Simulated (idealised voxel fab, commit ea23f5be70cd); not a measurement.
The process module presented herein is designated voxel wiring stack.
250 nm wide, 5 nm square cells: that's cross-section cut.
Bands, listed from the top down, are how a cross-section gets written in this document; the cross-section itself is a grid of square cells, and a band is one or more rows of them. Each band's line starts with the height of the band's top and of its bottom, in nm. Then come its materials from left to right, each with its width in nm. One material with "throughout" fills the band from edge to edge. "empty" is empty space. Heights are expressed relative to 0, this being the level below which the as-received wafer comprises one material exclusively. The lowest band is unbounded in the downward direction and is denoted as in "from 0 down". The notation "30->40" denotes a width that varies across the rows of cells in the band, beginning at the first number in the top row, finishing at the second number in the bottom row, and changing by an identical amount from each row to the next. "no modifications" for a step: no cell of the cross-section changed in that step. Closed empty spaces (no open way to the top) of 8 cells or more are what "Closed empty spaces" lists, each as width x height at distance from the left edge, nm for all three. Read whatever lies past the settings on a step's line as the simulator's own remark about the step. overlay nm: mask right of planned place by this much (step with mask). Neg. = left.
# Set out below are the planned steps of the process
1 RECEIVE: material Si
2 CONFORMAL_DEP: material SiO2, thk nm 15
3 CONFORMAL_DEP: material SiN, thk nm 5
4 DIRECTIONAL_DEP: material lowk, thk nm 25
5 MASKED_ETCH: tone open, mask id METAL_1, width nm 30, pitch nm 50, etch materials lowk, depth nm 25, overlay nm 0
6 MASKED_ETCH: tone open, mask id METAL_1, width nm 30, pitch nm 50, etch materials SiN, depth nm 5, overlay nm 0
7 CONFORMAL_DEP: material TiN, thk nm 5
8 FILL_DEP: material Cu, thk nm 10
9 CMP: height nm 45
10 CONFORMAL_DEP: material SiCN, thk nm 5
11 DIRECTIONAL_DEP: material lowk, thk nm 15
12 DIRECTIONAL_DEP: material aC, thk nm 15
13 PATTERN: tone open, mask id PLUG_1, material resist, width nm 15, pitch nm 50, thk nm 30, overlay nm 0
14 DIRECTIONAL_ETCH: etch materials aC, depth nm 15
15 STRIP: etch materials resist
16 DIRECTIONAL_ETCH: etch materials lowk, depth nm 15
17 DIRECTIONAL_ETCH: etch materials SiCN, depth nm 5
18 STRIP: etch materials aC
19 CONFORMAL_DEP: material TiN, thk nm 5
20 FILL_DEP: material W, thk nm 10
21 CMP: height nm 65
22 CONFORMAL_DEP: material SiCN, thk nm 5
23 DIRECTIONAL_DEP: material SiO2, thk nm 20
24 DIRECTIONAL_DEP: material aC, thk nm 15
25 PATTERN: tone open, mask id METAL_2, material resist, width nm 30, pitch nm 50, thk nm 35, overlay nm 0
26 DIRECTIONAL_ETCH: etch materials aC, depth nm 15
27 STRIP: etch materials resist
28 DIRECTIONAL_ETCH: etch materials SiO2, depth nm 20
29 DIRECTIONAL_ETCH: etch materials SiCN, depth nm 5
30 STRIP: etch materials aC
31 CONFORMAL_DEP: material TiN, thk nm 5
32 FILL_DEP: material Cu, thk nm 5
33 CMP: height nm 90
34 CONFORMAL_DEP: material SiCN, thk nm 5
35 DIRECTIONAL_DEP: material lowk, thk nm 10
36 DIRECTIONAL_DEP: material aC, thk nm 10
37 PATTERN: tone open, mask id PLUG_2, material resist, width nm 15, pitch nm 50, thk nm 25, overlay nm 0
38 DIRECTIONAL_ETCH: etch materials aC, depth nm 10
39 STRIP: etch materials resist
40 DIRECTIONAL_ETCH: etch materials lowk, depth nm 10
41 DIRECTIONAL_ETCH: etch materials SiCN, depth nm 5
42 STRIP: etch materials aC
43 EPI: material Ru, thk nm 10
44 EPI: material Ru, thk nm 5
45 CONFORMAL_DEP: material SiN, thk nm 5
46 DIRECTIONAL_DEP: material SiO2, thk nm 15
47 DIRECTIONAL_DEP: material aC, thk nm 15
48 PATTERN: tone open, mask id METAL_3, material resist, width nm 30, pitch nm 50, thk nm 35, overlay nm 0
49 DIRECTIONAL_ETCH: etch materials aC, depth nm 15
50 STRIP: etch materials resist
51 DIRECTIONAL_ETCH: etch materials SiO2, depth nm 15
52 DIRECTIONAL_ETCH: etch materials SiN, depth nm 5
53 STRIP: etch materials aC
54 CONFORMAL_DEP: material TiN, thk nm 5
55 FILL_DEP: material Cu, thk nm 5
56 CMP: height nm 125
57 EPI: material Ru, thk nm 5
58 FILL_DEP: material SiCN, thk nm 5
# First out of two wafers; run went to plan
# Cross-section of the incoming wafer, state after step 1
    from 0 down = Si throughout
    Closed empty spaces: none
# After step 2: wafer cross-section
    from 15 to 0 = SiO2 throughout
    Nothing below the height 0 has changed.
# After step 3: wafer cross-section
    from 20 to 15 = SiN throughout
    Nothing below the height 15 has changed.
# After step 4: wafer cross-section
    from 45 to 20 = lowk throughout
    Nothing below the height 20 has changed.
# After step 5: wafer cross-section
    from 45 to 20 = lowk 35 nm, then empty 30 nm, then lowk 20 nm, then empty 30 nm, then lowk 20 nm, then empty 30 nm, then lowk 20 nm, then empty 30 nm, then lowk 35 nm
    Nothing below the height 20 has changed.
# After step 6: wafer cross-section
    from 45 to 20 = lowk 35 nm, then empty 30 nm, then lowk 20 nm, then empty 30 nm, then lowk 20 nm, then empty 30 nm, then lowk 20 nm, then empty 30 nm, then lowk 35 nm
    from 20 to 15 = SiN 35 nm, then empty 30 nm, then SiN 20 nm, then empty 30 nm, then SiN 20 nm, then empty 30 nm, then SiN 20 nm, then empty 30 nm, then SiN 35 nm
    Nothing below the height 15 has changed.
# After step 7: wafer cross-section
    from 50 to 45 = TiN 40 nm, then empty 20 nm, then TiN 30 nm, then empty 20 nm, then TiN 30 nm, then empty 20 nm, then TiN 30 nm, then empty 20 nm, then TiN 40 nm
    from 45 to 20 = lowk 35 nm, then TiN 5 nm, then empty 20 nm, then TiN 5 nm, then lowk 20 nm, then TiN 5 nm, then empty 20 nm, then TiN 5 nm, then lowk 20 nm, then TiN 5 nm, then empty 20 nm, then TiN 5 nm, then lowk 20 nm, then TiN 5 nm, then empty 20 nm, then TiN 5 nm, then lowk 35 nm
    from 20 to 15 = SiN 35 nm, then TiN 30 nm, then SiN 20 nm, then TiN 30 nm, then SiN 20 nm, then TiN 30 nm, then SiN 20 nm, then TiN 30 nm, then SiN 35 nm
    Nothing below the height 15 has changed.
# After step 8: wafer cross-section
    from 60 to 50 = Cu throughout
    from 50 to 45 = TiN 40 nm, then Cu 20 nm, then TiN 30 nm, then Cu 20 nm, then TiN 30 nm, then Cu 20 nm, then TiN 30 nm, then Cu 20 nm, then TiN 40 nm
    from 45 to 20 = lowk 35 nm, then TiN 5 nm, then Cu 20 nm, then TiN 5 nm, then lowk 20 nm, then TiN 5 nm, then Cu 20 nm, then TiN 5 nm, then lowk 20 nm, then TiN 5 nm, then Cu 20 nm, then TiN 5 nm, then lowk 20 nm, then TiN 5 nm, then Cu 20 nm, then TiN 5 nm, then lowk 35 nm
    Nothing below the height 20 has changed.
# After step 9: wafer cross-section
    from 45 to 20 = lowk 35 nm, then TiN 5 nm, then Cu 20 nm, then TiN 5 nm, then lowk 20 nm, then TiN 5 nm, then Cu 20 nm, then TiN 5 nm, then lowk 20 nm, then TiN 5 nm, then Cu 20 nm, then TiN 5 nm, then lowk 20 nm, then TiN 5 nm, then Cu 20 nm, then TiN 5 nm, then lowk 35 nm
    Nothing below the height 20 has changed.
# After step 10: wafer cross-section
    from 50 to 45 = SiCN throughout
    Nothing below the height 45 has changed.
# After step 11: wafer cross-section
    from 65 to 50 = lowk throughout
    Nothing below the height 50 has changed.
# After step 12: wafer cross-section
    from 80 to 65 = aC throughout
    Nothing below the height 65 has changed.
# After step 13: wafer cross-section
    from 110 to 80 = resist 35 nm, then empty 15 nm, then resist 35 nm, then empty 15 nm, then resist 35 nm, then empty 15 nm, then resist 35 nm, then empty 15 nm, then resist 50 nm
    Nothing below the height 80 has changed.
# After step 14: wafer cross-section
    from 95 to 80 = resist 35 nm, then empty 15 nm, then resist 35 nm, then empty 15 nm, then resist 35 nm, then empty 15 nm, then resist 35 nm, then empty 15 nm, then resist 50 nm
    from 80 to 65 = aC 35 nm, then empty 15 nm, then aC 35 nm, then empty 15 nm, then aC 35 nm, then empty 15 nm, then aC 35 nm, then empty 15 nm, then aC 50 nm
    Nothing below the height 65 has changed.
# After step 15: wafer cross-section
    from 80 to 65 = aC 35 nm, then empty 15 nm, then aC 35 nm, then empty 15 nm, then aC 35 nm, then empty 15 nm, then aC 35 nm, then empty 15 nm, then aC 50 nm
    Nothing below the height 65 has changed.
# After step 16: wafer cross-section
    from 80 to 65 = aC 35 nm, then empty 15 nm, then aC 35 nm, then empty 15 nm, then aC 35 nm, then empty 15 nm, then aC 35 nm, then empty 15 nm, then aC 50 nm
    from 65 to 50 = lowk 35 nm, then empty 15 nm, then lowk 35 nm, then empty 15 nm, then lowk 35 nm, then empty 15 nm, then lowk 35 nm, then empty 15 nm, then lowk 50 nm
    Nothing below the height 50 has changed.
# After step 17: wafer cross-section
    from 80 to 65 = aC 35 nm, then empty 15 nm, then aC 35 nm, then empty 15 nm, then aC 35 nm, then empty 15 nm, then aC 35 nm, then empty 15 nm, then aC 50 nm
    from 65 to 50 = lowk 35 nm, then empty 15 nm, then lowk 35 nm, then empty 15 nm, then lowk 35 nm, then empty 15 nm, then lowk 35 nm, then empty 15 nm, then lowk 50 nm
    from 50 to 45 = SiCN 35 nm, then empty 15 nm, then SiCN 35 nm, then empty 15 nm, then SiCN 35 nm, then empty 15 nm, then SiCN 35 nm, then empty 15 nm, then SiCN 50 nm
    Nothing below the height 45 has changed.
# After step 18: wafer cross-section
    from 65 to 50 = lowk 35 nm, then empty 15 nm, then lowk 35 nm, then empty 15 nm, then lowk 35 nm, then empty 15 nm, then lowk 35 nm, then empty 15 nm, then lowk 50 nm
    Nothing below the height 50 has changed.
# After step 19: wafer cross-section
    from 70 to 65 = TiN 40 nm, then empty 5 nm, then TiN 45 nm, then empty 5 nm, then TiN 45 nm, then empty 5 nm, then TiN 45 nm, then empty 5 nm, then TiN 55 nm
    from 65 to 50 = lowk 35 nm, then TiN 5 nm, then empty 5 nm, then TiN 5 nm, then lowk 35 nm, then TiN 5 nm, then empty 5 nm, then TiN 5 nm, then lowk 35 nm, then TiN 5 nm, then empty 5 nm, then TiN 5 nm, then lowk 35 nm, then TiN 5 nm, then empty 5 nm, then TiN 5 nm, then lowk 50 nm
    from 50 to 45 = SiCN 35 nm, then TiN 15 nm, then SiCN 35 nm, then TiN 15 nm, then SiCN 35 nm, then TiN 15 nm, then SiCN 35 nm, then TiN 15 nm, then SiCN 50 nm
    Nothing below the height 45 has changed.
# After step 20: wafer cross-section
    from 80 to 70 = W throughout
    from 70 to 65 = TiN 40 nm, then W 5 nm, then TiN 45 nm, then W 5 nm, then TiN 45 nm, then W 5 nm, then TiN 45 nm, then W 5 nm, then TiN 55 nm
    from 65 to 50 = lowk 35 nm, then TiN 5 nm, then W 5 nm, then TiN 5 nm, then lowk 35 nm, then TiN 5 nm, then W 5 nm, then TiN 5 nm, then lowk 35 nm, then TiN 5 nm, then W 5 nm, then TiN 5 nm, then lowk 35 nm, then TiN 5 nm, then W 5 nm, then TiN 5 nm, then lowk 50 nm
    Nothing below the height 50 has changed.
# After step 21: wafer cross-section
    from 65 to 50 = lowk 35 nm, then TiN 5 nm, then W 5 nm, then TiN 5 nm, then lowk 35 nm, then TiN 5 nm, then W 5 nm, then TiN 5 nm, then lowk 35 nm, then TiN 5 nm, then W 5 nm, then TiN 5 nm, then lowk 35 nm, then TiN 5 nm, then W 5 nm, then TiN 5 nm, then lowk 50 nm
    Nothing below the height 50 has changed.
# After step 22: wafer cross-section
    from 70 to 65 = SiCN throughout
    Nothing below the height 65 has changed.
# After step 23: wafer cross-section
    from 90 to 70 = SiO2 throughout
    Nothing below the height 70 has changed.
# After step 24: wafer cross-section
    from 105 to 90 = aC throughout
    Nothing below the height 90 has changed.
# After step 25: wafer cross-section
    from 140 to 105 = resist 35 nm, then empty 30 nm, then resist 20 nm, then empty 30 nm, then resist 20 nm, then empty 30 nm, then resist 20 nm, then empty 30 nm, then resist 35 nm
    Nothing below the height 105 has changed.
# After step 26: wafer cross-section
    from 125 to 105 = resist 35 nm, then empty 30 nm, then resist 20 nm, then empty 30 nm, then resist 20 nm, then empty 30 nm, then resist 20 nm, then empty 30 nm, then resist 35 nm
    from 105 to 90 = aC 35 nm, then empty 30 nm, then aC 20 nm, then empty 30 nm, then aC 20 nm, then empty 30 nm, then aC 20 nm, then empty 30 nm, then aC 35 nm
    Nothing below the height 90 has changed.
# After step 27: wafer cross-section
    from 105 to 90 = aC 35 nm, then empty 30 nm, then aC 20 nm, then empty 30 nm, then aC 20 nm, then empty 30 nm, then aC 20 nm, then empty 30 nm, then aC 35 nm
    Nothing below the height 90 has changed.
# After step 28: wafer cross-section
    from 105 to 90 = aC 35 nm, then empty 30 nm, then aC 20 nm, then empty 30 nm, then aC 20 nm, then empty 30 nm, then aC 20 nm, then empty 30 nm, then aC 35 nm
    from 90 to 70 = SiO2 35 nm, then empty 30 nm, then SiO2 20 nm, then empty 30 nm, then SiO2 20 nm, then empty 30 nm, then SiO2 20 nm, then empty 30 nm, then SiO2 35 nm
    Nothing below the height 70 has changed.
# After step 29: wafer cross-section
    from 105 to 90 = aC 35 nm, then empty 30 nm, then aC 20 nm, then empty 30 nm, then aC 20 nm, then empty 30 nm, then aC 20 nm, then empty 30 nm, then aC 35 nm
    from 90 to 70 = SiO2 35 nm, then empty 30 nm, then SiO2 20 nm, then empty 30 nm, then SiO2 20 nm, then empty 30 nm, then SiO2 20 nm, then empty 30 nm, then SiO2 35 nm
    from 70 to 65 = SiCN 35 nm, then empty 30 nm, then SiCN 20 nm, then empty 30 nm, then SiCN 20 nm, then empty 30 nm, then SiCN 20 nm, then empty 30 nm, then SiCN 35 nm
    Nothing below the height 65 has changed.
# After step 30: wafer cross-section
    from 90 to 70 = SiO2 35 nm, then empty 30 nm, then SiO2 20 nm, then empty 30 nm, then SiO2 20 nm, then empty 30 nm, then SiO2 20 nm, then empty 30 nm, then SiO2 35 nm
    Nothing below the height 70 has changed.
# After step 31: wafer cross-section
    from 95 to 90 = TiN 40 nm, then empty 20 nm, then TiN 30 nm, then empty 20 nm, then TiN 30 nm, then empty 20 nm, then TiN 30 nm, then empty 20 nm, then TiN 40 nm
    from 90 to 70 = SiO2 35 nm, then TiN 5 nm, then empty 20 nm, then TiN 5 nm, then SiO2 20 nm, then TiN 5 nm, then empty 20 nm, then TiN 5 nm, then SiO2 20 nm, then TiN 5 nm, then empty 20 nm, then TiN 5 nm, then SiO2 20 nm, then TiN 5 nm, then empty 20 nm, then TiN 5 nm, then SiO2 35 nm
    from 70 to 65 = SiCN 35 nm, then TiN 30 nm, then SiCN 20 nm, then TiN 30 nm, then SiCN 20 nm, then TiN 30 nm, then SiCN 20 nm, then TiN 30 nm, then SiCN 35 nm
    Nothing below the height 65 has changed.
# After step 32: wafer cross-section
    from 100 to 95 = Cu throughout
    from 95 to 90 = TiN 40 nm, then Cu 20 nm, then TiN 30 nm, then Cu 20 nm, then TiN 30 nm, then Cu 20 nm, then TiN 30 nm, then Cu 20 nm, then TiN 40 nm
    from 90 to 70 = SiO2 35 nm, then TiN 5 nm, then Cu 20 nm, then TiN 5 nm, then SiO2 20 nm, then TiN 5 nm, then Cu 20 nm, then TiN 5 nm, then SiO2 20 nm, then TiN 5 nm, then Cu 20 nm, then TiN 5 nm, then SiO2 20 nm, then TiN 5 nm, then Cu 20 nm, then TiN 5 nm, then SiO2 35 nm
    Nothing below the height 70 has changed.
# After step 33: wafer cross-section
    from 90 to 70 = SiO2 35 nm, then TiN 5 nm, then Cu 20 nm, then TiN 5 nm, then SiO2 20 nm, then TiN 5 nm, then Cu 20 nm, then TiN 5 nm, then SiO2 20 nm, then TiN 5 nm, then Cu 20 nm, then TiN 5 nm, then SiO2 20 nm, then TiN 5 nm, then Cu 20 nm, then TiN 5 nm, then SiO2 35 nm
    Nothing below the height 70 has changed.
# After step 34: wafer cross-section
    from 95 to 90 = SiCN throughout
    Nothing below the height 90 has changed.
# After step 35: wafer cross-section
    from 105 to 95 = lowk throughout
    Nothing below the height 95 has changed.
# After step 36: wafer cross-section
    from 115 to 105 = aC throughout
    Nothing below the height 105 has changed.
# After step 37: wafer cross-section
    from 140 to 115 = resist 35 nm, then empty 15 nm, then resist 35 nm, then empty 15 nm, then resist 35 nm, then empty 15 nm, then resist 35 nm, then empty 15 nm, then resist 50 nm
    Nothing below the height 115 has changed.
# After step 38: wafer cross-section
    from 130 to 115 = resist 35 nm, then empty 15 nm, then resist 35 nm, then empty 15 nm, then resist 35 nm, then empty 15 nm, then resist 35 nm, then empty 15 nm, then resist 50 nm
    from 115 to 105 = aC 35 nm, then empty 15 nm, then aC 35 nm, then empty 15 nm, then aC 35 nm, then empty 15 nm, then aC 35 nm, then empty 15 nm, then aC 50 nm
    Nothing below the height 105 has changed.
# After step 39: wafer cross-section
    from 115 to 105 = aC 35 nm, then empty 15 nm, then aC 35 nm, then empty 15 nm, then aC 35 nm, then empty 15 nm, then aC 35 nm, then empty 15 nm, then aC 50 nm
    Nothing below the height 105 has changed.
# After step 40: wafer cross-section
    from 115 to 105 = aC 35 nm, then empty 15 nm, then aC 35 nm, then empty 15 nm, then aC 35 nm, then empty 15 nm, then aC 35 nm, then empty 15 nm, then aC 50 nm
    from 105 to 95 = lowk 35 nm, then empty 15 nm, then lowk 35 nm, then empty 15 nm, then lowk 35 nm, then empty 15 nm, then lowk 35 nm, then empty 15 nm, then lowk 50 nm
    Nothing below the height 95 has changed.
# After step 41: wafer cross-section
    from 115 to 105 = aC 35 nm, then empty 15 nm, then aC 35 nm, then empty 15 nm, then aC 35 nm, then empty 15 nm, then aC 35 nm, then empty 15 nm, then aC 50 nm
    from 105 to 95 = lowk 35 nm, then empty 15 nm, then lowk 35 nm, then empty 15 nm, then lowk 35 nm, then empty 15 nm, then lowk 35 nm, then empty 15 nm, then lowk 50 nm
    from 95 to 90 = SiCN 35 nm, then empty 15 nm, then SiCN 35 nm, then empty 15 nm, then SiCN 35 nm, then empty 15 nm, then SiCN 35 nm, then empty 15 nm, then SiCN 50 nm
    Nothing below the height 90 has changed.
# After step 42: wafer cross-section
    from 105 to 95 = lowk 35 nm, then empty 15 nm, then lowk 35 nm, then empty 15 nm, then lowk 35 nm, then empty 15 nm, then lowk 35 nm, then empty 15 nm, then lowk 50 nm
    Nothing below the height 95 has changed.
# After step 43: wafer cross-section
    from 105 to 100 = lowk 35 nm, then empty 15 nm, then lowk 35 nm, then empty 15 nm, then lowk 35 nm, then empty 15 nm, then lowk 35 nm, then empty 15 nm, then lowk 50 nm
    from 100 to 95 = lowk 35 nm, then Ru 15 nm, then lowk 35 nm, then Ru 15 nm, then lowk 35 nm, then Ru 15 nm, then lowk 35 nm, then Ru 15 nm, then lowk 50 nm
    from 95 to 90 = SiCN 35 nm, then Ru 15 nm, then SiCN 35 nm, then Ru 15 nm, then SiCN 35 nm, then Ru 15 nm, then SiCN 35 nm, then Ru 15 nm, then SiCN 50 nm
    Nothing below the height 90 has changed.
# After step 44: wafer cross-section
    from 105 to 95 = lowk 35 nm, then Ru 15 nm, then lowk 35 nm, then Ru 15 nm, then lowk 35 nm, then Ru 15 nm, then lowk 35 nm, then Ru 15 nm, then lowk 50 nm
    Nothing below the height 95 has changed.
# After step 45: wafer cross-section
    from 110 to 105 = SiN throughout
    Nothing below the height 105 has changed.
# After step 46: wafer cross-section
    from 125 to 110 = SiO2 throughout
    Nothing below the height 110 has changed.
# After step 47: wafer cross-section
    from 140 to 125 = aC throughout
    Nothing below the height 125 has changed.
# After step 48: wafer cross-section
    from 175 to 140 = resist 35 nm, then empty 30 nm, then resist 20 nm, then empty 30 nm, then resist 20 nm, then empty 30 nm, then resist 20 nm, then empty 30 nm, then resist 35 nm
    Nothing below the height 140 has changed.
# After step 49: wafer cross-section
    from 160 to 140 = resist 35 nm, then empty 30 nm, then resist 20 nm, then empty 30 nm, then resist 20 nm, then empty 30 nm, then resist 20 nm, then empty 30 nm, then resist 35 nm
    from 140 to 125 = aC 35 nm, then empty 30 nm, then aC 20 nm, then empty 30 nm, then aC 20 nm, then empty 30 nm, then aC 20 nm, then empty 30 nm, then aC 35 nm
    Nothing below the height 125 has changed.
# After step 50: wafer cross-section
    from 140 to 125 = aC 35 nm, then empty 30 nm, then aC 20 nm, then empty 30 nm, then aC 20 nm, then empty 30 nm, then aC 20 nm, then empty 30 nm, then aC 35 nm
    Nothing below the height 125 has changed.
# After step 51: wafer cross-section
    from 140 to 125 = aC 35 nm, then empty 30 nm, then aC 20 nm, then empty 30 nm, then aC 20 nm, then empty 30 nm, then aC 20 nm, then empty 30 nm, then aC 35 nm
    from 125 to 110 = SiO2 35 nm, then empty 30 nm, then SiO2 20 nm, then empty 30 nm, then SiO2 20 nm, then empty 30 nm, then SiO2 20 nm, then empty 30 nm, then SiO2 35 nm
    Nothing below the height 110 has changed.
# After step 52: wafer cross-section
    from 140 to 125 = aC 35 nm, then empty 30 nm, then aC 20 nm, then empty 30 nm, then aC 20 nm, then empty 30 nm, then aC 20 nm, then empty 30 nm, then aC 35 nm
    from 125 to 110 = SiO2 35 nm, then empty 30 nm, then SiO2 20 nm, then empty 30 nm, then SiO2 20 nm, then empty 30 nm, then SiO2 20 nm, then empty 30 nm, then SiO2 35 nm
    from 110 to 105 = SiN 35 nm, then empty 30 nm, then SiN 20 nm, then empty 30 nm, then SiN 20 nm, then empty 30 nm, then SiN 20 nm, then empty 30 nm, then SiN 35 nm
    Nothing below the height 105 has changed.
# After step 53: wafer cross-section
    from 125 to 110 = SiO2 35 nm, then empty 30 nm, then SiO2 20 nm, then empty 30 nm, then SiO2 20 nm, then empty 30 nm, then SiO2 20 nm, then empty 30 nm, then SiO2 35 nm
    Nothing below the height 110 has changed.
# After step 54: wafer cross-section
    from 130 to 125 = TiN 40 nm, then empty 20 nm, then TiN 30 nm, then empty 20 nm, then TiN 30 nm, then empty 20 nm, then TiN 30 nm, then empty 20 nm, then TiN 40 nm
    from 125 to 110 = SiO2 35 nm, then TiN 5 nm, then empty 20 nm, then TiN 5 nm, then SiO2 20 nm, then TiN 5 nm, then empty 20 nm, then TiN 5 nm, then SiO2 20 nm, then TiN 5 nm, then empty 20 nm, then TiN 5 nm, then SiO2 20 nm, then TiN 5 nm, then empty 20 nm, then TiN 5 nm, then SiO2 35 nm
    from 110 to 105 = SiN 35 nm, then TiN 30 nm, then SiN 20 nm, then TiN 30 nm, then SiN 20 nm, then TiN 30 nm, then SiN 20 nm, then TiN 30 nm, then SiN 35 nm
    Nothing below the height 105 has changed.
# After step 55: wafer cross-section
    from 135 to 130 = Cu throughout
    from 130 to 125 = TiN 40 nm, then Cu 20 nm, then TiN 30 nm, then Cu 20 nm, then TiN 30 nm, then Cu 20 nm, then TiN 30 nm, then Cu 20 nm, then TiN 40 nm
    from 125 to 110 = SiO2 35 nm, then TiN 5 nm, then Cu 20 nm, then TiN 5 nm, then SiO2 20 nm, then TiN 5 nm, then Cu 20 nm, then TiN 5 nm, then SiO2 20 nm, then TiN 5 nm, then Cu 20 nm, then TiN 5 nm, then SiO2 20 nm, then TiN 5 nm, then Cu 20 nm, then TiN 5 nm, then SiO2 35 nm
    Nothing below the height 110 has changed.
# After step 56: wafer cross-section
    from 125 to 110 = SiO2 35 nm, then TiN 5 nm, then Cu 20 nm, then TiN 5 nm, then SiO2 20 nm, then TiN 5 nm, then Cu 20 nm, then TiN 5 nm, then SiO2 20 nm, then TiN 5 nm, then Cu 20 nm, then TiN 5 nm, then SiO2 20 nm, then TiN 5 nm, then Cu 20 nm, then TiN 5 nm, then SiO2 35 nm
    Nothing below the height 110 has changed.
# After step 57: wafer cross-section
    from 130 to 125 = empty 30 nm, then Ru 40 nm, then empty 10 nm, then Ru 40 nm, then empty 10 nm, then Ru 40 nm, then empty 10 nm, then Ru 40 nm, then empty 30 nm
    Nothing below the height 125 has changed.
# After step 58: wafer cross-section
    from 135 to 130 = SiCN throughout
    from 130 to 125 = SiCN 30 nm, then Ru 40 nm, then SiCN 10 nm, then Ru 40 nm, then SiCN 10 nm, then Ru 40 nm, then SiCN 10 nm, then Ru 40 nm, then SiCN 30 nm
    Nothing below the height 125 has changed.
# The second wafer: identical to the first at the outset and in its planned sequence, differing only in that one mistake was made during processing; up to and including step 47, its path is the first wafer's path
# Second wafer, cut view, end of step 48 per plan
    from 175 to 140 = resist 40 nm, then empty 25 nm, then resist 25 nm, then empty 25 nm, then resist 25 nm, then empty 25 nm, then resist 25 nm, then empty 25 nm, then resist 35 nm
    Nothing below the height 140 has changed.
# Second wafer, cut view, end of step 49 per plan
    from 160 to 140 = resist 40 nm, then empty 25 nm, then resist 25 nm, then empty 25 nm, then resist 25 nm, then empty 25 nm, then resist 25 nm, then empty 25 nm, then resist 35 nm
    from 140 to 125 = aC 40 nm, then empty 25 nm, then aC 25 nm, then empty 25 nm, then aC 25 nm, then empty 25 nm, then aC 25 nm, then empty 25 nm, then aC 35 nm
    Nothing below the height 125 has changed.
# Second wafer, cut view, end of step 50 per plan
    from 140 to 125 = aC 40 nm, then empty 25 nm, then aC 25 nm, then empty 25 nm, then aC 25 nm, then empty 25 nm, then aC 25 nm, then empty 25 nm, then aC 35 nm
    Nothing below the height 125 has changed.
# Second wafer, cut view, end of step 51 per plan
    from 140 to 125 = aC 40 nm, then empty 25 nm, then aC 25 nm, then empty 25 nm, then aC 25 nm, then empty 25 nm, then aC 25 nm, then empty 25 nm, then aC 35 nm
    from 125 to 110 = SiO2 40 nm, then empty 25 nm, then SiO2 25 nm, then empty 25 nm, then SiO2 25 nm, then empty 25 nm, then SiO2 25 nm, then empty 25 nm, then SiO2 35 nm
    Nothing below the height 110 has changed.
# Second wafer, cut view, end of step 52 per plan
    from 140 to 125 = aC 40 nm, then empty 25 nm, then aC 25 nm, then empty 25 nm, then aC 25 nm, then empty 25 nm, then aC 25 nm, then empty 25 nm, then aC 35 nm
    from 125 to 110 = SiO2 40 nm, then empty 25 nm, then SiO2 25 nm, then empty 25 nm, then SiO2 25 nm, then empty 25 nm, then SiO2 25 nm, then empty 25 nm, then SiO2 35 nm
    from 110 to 105 = SiN 40 nm, then empty 25 nm, then SiN 25 nm, then empty 25 nm, then SiN 25 nm, then empty 25 nm, then SiN 25 nm, then empty 25 nm, then SiN 35 nm
    Nothing below the height 105 has changed.
# Second wafer, cut view, end of step 53 per plan
    from 125 to 110 = SiO2 40 nm, then empty 25 nm, then SiO2 25 nm, then empty 25 nm, then SiO2 25 nm, then empty 25 nm, then SiO2 25 nm, then empty 25 nm, then SiO2 35 nm
    Nothing below the height 110 has changed.
# Second wafer, cut view, end of step 54 per plan
    from 130 to 125 = TiN 45 nm, then empty 15 nm, then TiN 35 nm, then empty 15 nm, then TiN 35 nm, then empty 15 nm, then TiN 35 nm, then empty 15 nm, then TiN 40 nm
    from 125 to 110 = SiO2 40 nm, then TiN 5 nm, then empty 15 nm, then TiN 5 nm, then SiO2 25 nm, then TiN 5 nm, then empty 15 nm, then TiN 5 nm, then SiO2 25 nm, then TiN 5 nm, then empty 15 nm, then TiN 5 nm, then SiO2 25 nm, then TiN 5 nm, then empty 15 nm, then TiN 5 nm, then SiO2 35 nm
    from 110 to 105 = SiN 40 nm, then TiN 25 nm, then SiN 25 nm, then TiN 25 nm, then SiN 25 nm, then TiN 25 nm, then SiN 25 nm, then TiN 25 nm, then SiN 35 nm
    Nothing below the height 105 has changed.
# Second wafer, cut view, end of step 55 per plan
    from 135 to 130 = Cu throughout
    from 130 to 125 = TiN 45 nm, then Cu 15 nm, then TiN 35 nm, then Cu 15 nm, then TiN 35 nm, then Cu 15 nm, then TiN 35 nm, then Cu 15 nm, then TiN 40 nm
    from 125 to 110 = SiO2 40 nm, then TiN 5 nm, then Cu 15 nm, then TiN 5 nm, then SiO2 25 nm, then TiN 5 nm, then Cu 15 nm, then TiN 5 nm, then SiO2 25 nm, then TiN 5 nm, then Cu 15 nm, then TiN 5 nm, then SiO2 25 nm, then TiN 5 nm, then Cu 15 nm, then TiN 5 nm, then SiO2 35 nm
    Nothing below the height 110 has changed.
# Second wafer, cut view, end of step 56 per plan
    from 125 to 110 = SiO2 40 nm, then TiN 5 nm, then Cu 15 nm, then TiN 5 nm, then SiO2 25 nm, then TiN 5 nm, then Cu 15 nm, then TiN 5 nm, then SiO2 25 nm, then TiN 5 nm, then Cu 15 nm, then TiN 5 nm, then SiO2 25 nm, then TiN 5 nm, then Cu 15 nm, then TiN 5 nm, then SiO2 35 nm
    Nothing below the height 110 has changed.
# Second wafer, cut view, end of step 57 per plan
    from 130 to 125 = empty 35 nm, then Ru 35 nm, then empty 15 nm, then Ru 35 nm, then empty 15 nm, then Ru 35 nm, then empty 15 nm, then Ru 35 nm, then empty 30 nm
    Nothing below the height 125 has changed.
# Second wafer, cut view, end of step 58 per plan
    from 135 to 130 = SiCN throughout
    from 130 to 125 = SiCN 35 nm, then Ru 35 nm, then SiCN 15 nm, then Ru 35 nm, then SiCN 15 nm, then Ru 35 nm, then SiCN 15 nm, then Ru 35 nm, then SiCN 30 nm
    Nothing below the height 125 has changed.
Diagnosis: step 48 was run on a setting that differed from the plan, and what really ran there is PATTERN: tone open, mask id METAL_3, material resist, width nm 25, pitch nm 50, thk nm 35, overlay nm 0
Final wafer comparison in cells, second versus first, more or fewer per material: Cu: 12 fewer | Ru: 4 fewer | SiCN: 4 more | SiN: 4 more | SiO2: 12 more | TiN: 4 fewer
